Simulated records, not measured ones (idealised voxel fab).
You're looking at the process module voxel plated lines.
Square cell edge 5 nm, section width 270 nm, ID cut.
How to read a cross-section here: the picture is a grid of square cells, written as bands going from the top down, and any band can span one or more rows of cells. Band: top height; bottom height; in nm. Then, left to right: material with width in nm, for each material. "all across": a single material spanning edge to edge. "air": empty space. Below 0: as-received wafer, all one material; heights counted from there. Lowest band: no bottom, goes on down, written "0 nm and below". Width: "30..40" (first number = top row, second number = bottom row, same change from row to row of cells). You'll sometimes find "no alterations made" written for a step, and that's the way of saying that nowhere in the cross-section did a cell change during that step. Under "Entrapped void list" you'll find the enclosed gaps, the ones with no way out to the top, that are 8 cells or bigger; each reads width x height at distance, with distance counted from the left edge, everything in nm. after a step's settings: what the simulator itself notes on the step. overlay nm, on a step with a mask: how far to the right of its planned place the mask lay; to the left if negative.
This section lists the process steps that were planned:
1: RECEIVE, material Si
2: CONFORMAL_DEP, material SiO2, thk nm 15
3: DIRECTIONAL_DEP, material TiN, thk nm 5
4: PATTERN, tone open, mask id LINES, material resist, width nm 15, pitch nm 40, thk nm 25, overlay nm 0
5: EPI, material Ru, thk nm 5
6: EPI, material Ru, thk nm 10
7: STRIP, etch materials resist
8: DIRECTIONAL_ETCH, etch materials TiN, depth nm 5
9: CONFORMAL_DEP, material SiCN, thk nm 5
First out of two wafers; run went to plan:
So this is the incoming wafer in cross-section - it's already been through step 1:
    0 nm and below | Si all across
    Entrapped void list: none
The following cross-section depicts the wafer upon completion of step 2:
    15 nm to 0 nm | SiO2 all across
    Rest of section, below 0: as before.
The following cross-section depicts the wafer upon completion of step 3:
    20 nm to 15 nm | TiN all across
    Rest of section, below 15: as before.
The following cross-section depicts the wafer upon completion of step 4:
    45 nm to 20 nm | resist (65)  air (15)  resist (25)  air (15)  resist (25)  air (15)  resist (25)  air (15)  resist (70)
    Rest of section, below 20: as before.
The following cross-section depicts the wafer upon completion of step 5:
    45 nm to 25 nm | resist (65)  air (15)  resist (25)  air (15)  resist (25)  air (15)  resist (25)  air (15)  resist (70)
    25 nm to 20 nm | resist (65)  Ru (15)  resist (25)  Ru (15)  resist (25)  Ru (15)  resist (25)  Ru (15)  resist (70)
    Rest of section, below 20: as before.
The following cross-section depicts the wafer upon completion of step 6:
    45 nm to 35 nm | resist (65)  air (15)  resist (25)  air (15)  resist (25)  air (15)  resist (25)  air (15)  resist (70)
    35 nm to 20 nm | resist (65)  Ru (15)  resist (25)  Ru (15)  resist (25)  Ru (15)  resist (25)  Ru (15)  resist (70)
    Rest of section, below 20: as before.
The following cross-section depicts the wafer upon completion of step 7:
    35 nm to 20 nm | air (65)  Ru (15)  air (25)  Ru (15)  air (25)  Ru (15)  air (25)  Ru (15)  air (70)
    Rest of section, below 20: as before.
The following cross-section depicts the wafer upon completion of step 8:
    35 nm to 20 nm | air (65)  Ru (15)  air (25)  Ru (15)  air (25)  Ru (15)  air (25)  Ru (15)  air (70)
    20 nm to 15 nm | air (65)  TiN (15)  air (25)  TiN (15)  air (25)  TiN (15)  air (25)  TiN (15)  air (70)
    Rest of section, below 15: as before.
The following cross-section depicts the wafer upon completion of step 9:
    40 nm to 35 nm | air (60)  SiCN (25)  air (15)  SiCN (25)  air (15)  SiCN (25)  air (15)  SiCN (25)  air (65)
    35 nm to 20 nm | air (60)  SiCN (5)  Ru (15)  SiCN (5)  air (15)  SiCN (5)  Ru (15)  SiCN (5)  air (15)  SiCN (5)  Ru (15)  SiCN (5)  air (15)  SiCN (5)  Ru (15)  SiCN (5)  air (65)
    20 nm to 15 nm | SiCN (65)  TiN (15)  SiCN (25)  TiN (15)  SiCN (25)  TiN (15)  SiCN (25)  TiN (15)  SiCN (70)
    Rest of section, below 15: as before.
Regarding the second of the two wafers: it shared the first wafer's starting condition and process plan, yet one error occurred during its execution. Its history coincides with that of the first wafer up to and including step 3:
When step 4 should have ended:
    45 nm to 20 nm | resist (60)  air (25)  resist (15)  air (25)  resist (15)  air (25)  resist (15)  air (25)  resist (65)
    Rest of section, below 20: as before.
When step 5 should have ended:
    45 nm to 25 nm | resist (60)  air (25)  resist (15)  air (25)  resist (15)  air (25)  resist (15)  air (25)  resist (65)
    25 nm to 20 nm | resist (60)  Ru (25)  resist (15)  Ru (25)  resist (15)  Ru (25)  resist (15)  Ru (25)  resist (65)
    Rest of section, below 20: as before.
When step 6 should have ended:
    45 nm to 35 nm | resist (60)  air (25)  resist (15)  air (25)  resist (15)  air (25)  resist (15)  air (25)  resist (65)
    35 nm to 20 nm | resist (60)  Ru (25)  resist (15)  Ru (25)  resist (15)  Ru (25)  resist (15)  Ru (25)  resist (65)
    Rest of section, below 20: as before.
When step 7 should have ended:
    35 nm to 20 nm | air (60)  Ru (25)  air (15)  Ru (25)  air (15)  Ru (25)  air (15)  Ru (25)  air (65)
    Rest of section, below 20: as before.
When step 8 should have ended:
    35 nm to 20 nm | air (60)  Ru (25)  air (15)  Ru (25)  air (15)  Ru (25)  air (15)  Ru (25)  air (65)
    20 nm to 15 nm | air (60)  TiN (25)  air (15)  TiN (25)  air (15)  TiN (25)  air (15)  TiN (25)  air (65)
    Rest of section, below 15: as before.
When step 9 should have ended:
    40 nm to 35 nm | air (55)  SiCN (35)  air (5)  SiCN (35)  air (5)  SiCN (35)  air (5)  SiCN (35)  air (60)
    35 nm to 20 nm | air (55)  SiCN (5)  Ru (25)  SiCN (5)  air (5)  SiCN (5)  Ru (25)  SiCN (5)  air (5)  SiCN (5)  Ru (25)  SiCN (5)  air (5)  SiCN (5)  Ru (25)  SiCN (5)  air (60)
    20 nm to 15 nm | SiCN (60)  TiN (25)  SiCN (15)  TiN (25)  SiCN (15)  TiN (25)  SiCN (15)  TiN (25)  SiCN (65)
    Rest of section, below 15: as before.
Run error: step 4 deviated from plan and actually ran as PATTERN, tone open, mask id LINES, material resist, width nm 25, pitch nm 40, thk nm 25, overlay nm 0
Final cells, second wafer relative to first, materials higher or lower: Ru: 24 more, TiN: 8 more
